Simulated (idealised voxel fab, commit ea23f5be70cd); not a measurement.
Proc. module: voxel ribs on slabs
Cross-section cut: width 290 nm, square cells of 5 nm.
Cross-section spec: square-cell grid; bands listed top down; each band is one or more rows. Look at the band entry: it leads with the top's height and the bottom's height in nm. Then it lists the materials left to right, with a width in nm for each. The word "everywhere" on a single material says that material fills the band edge to edge. The word "air" is empty space. Measure heights from 0. That's the level where, below it, the as-received wafer is all one material. The lowest band is bottomless and extends downward; write it as in "0 -> down". Quick explanation for "30 to 40": the width changes in equal steps down the rows of cells, from the first number in the band's top row to the second number in its bottom row. The designation "changes: none", where it is given for a processing step, indicates that no cell of the cross-section was altered in the course of that step. This entry, "Sealed-off cavities", enumerates those empty regions of no fewer than 8 cells that possess no open connection to the top. Each region is reported in the form width x height at distance, the distance being taken from the left edge, with all three quantities expressed in nm. If you see something after the settings on a step's line, that's the simulator's own remark about that step. A step's line can hold "overlay nm"; with a mask on that step, the setting says how far right of the planned place the mask lay, while a negative setting says it lay to the left.
So here's the lineup of process steps we planned:
| 1 | RECEIVE [material Si] |
| 2 | DIRECTIONAL_DEP [material SiO2] [thk nm 20] |
| 3 | DIRECTIONAL_DEP [material polySi] [thk nm 25] |
| 4 | DIRECTIONAL_DEP [material aC] [thk nm 10] |
| 5 | PATTERN [tone cover] [mask id RIB] [material resist] [width nm 20] [thk nm 25] [overlay nm 0] |
| 6 | DIRECTIONAL_ETCH [etch materials aC] [depth nm 10] |
| 7 | STRIP [etch materials resist] |
| 8 | DIRECTIONAL_ETCH [etch materials polySi] [depth nm 5] |
| 9 | STRIP [etch materials aC] |
| 10 | PATTERN [tone cover] [mask id SLAB] [material resist] [width nm 70] [thk nm 15] [overlay nm -15] |
| 11 | DIRECTIONAL_ETCH [etch materials polySi] [depth nm 20] |
| 12 | STRIP [etch materials resist] |
| 13 | FILL_DEP [material SiO2] [thk nm 30] |
| 14 | CMP [height nm 65] |
| 15 | DIRECTIONAL_DEP [material W] [thk nm 5] |
| 16 | MASKED_ETCH [tone cover] [mask id HEATER] [width nm 30] [etch materials W] [depth nm 5] [overlay nm 0] |
| 17 | CONFORMAL_DEP [material SiO2] [thk nm 5] |
Heads up: all these wafers start the same, and what changes between them is the overlay nm in step 10. The value you see in the plan is just what the first wafer got.
Step 1 complete: as-received cross-section of the first of several wafers:
- 0 -> down: Si everywhere
- Sealed-off cavities: none
End of module, by wafer: material-by-material cell gain (+) or loss (-) since receipt, then closed voids:
overlay nm -15, +754 SiO2, +6 W, +60 polySi, Sealed-off cavities: none
overlay nm -10, +754 SiO2, +6 W, +60 polySi, Sealed-off cavities: none
overlay nm -5, +754 SiO2, +6 W, +60 polySi, Sealed-off cavities: none
overlay nm 0, +754 SiO2, +6 W, +60 polySi, Sealed-off cavities: none
overlay nm 5, +754 SiO2, +6 W, +60 polySi, Sealed-off cavities: none
overlay nm 10, +754 SiO2, +6 W, +60 polySi, Sealed-off cavities: none
overlay nm 15, +754 SiO2, +6 W, +60 polySi, Sealed-off cavities: none
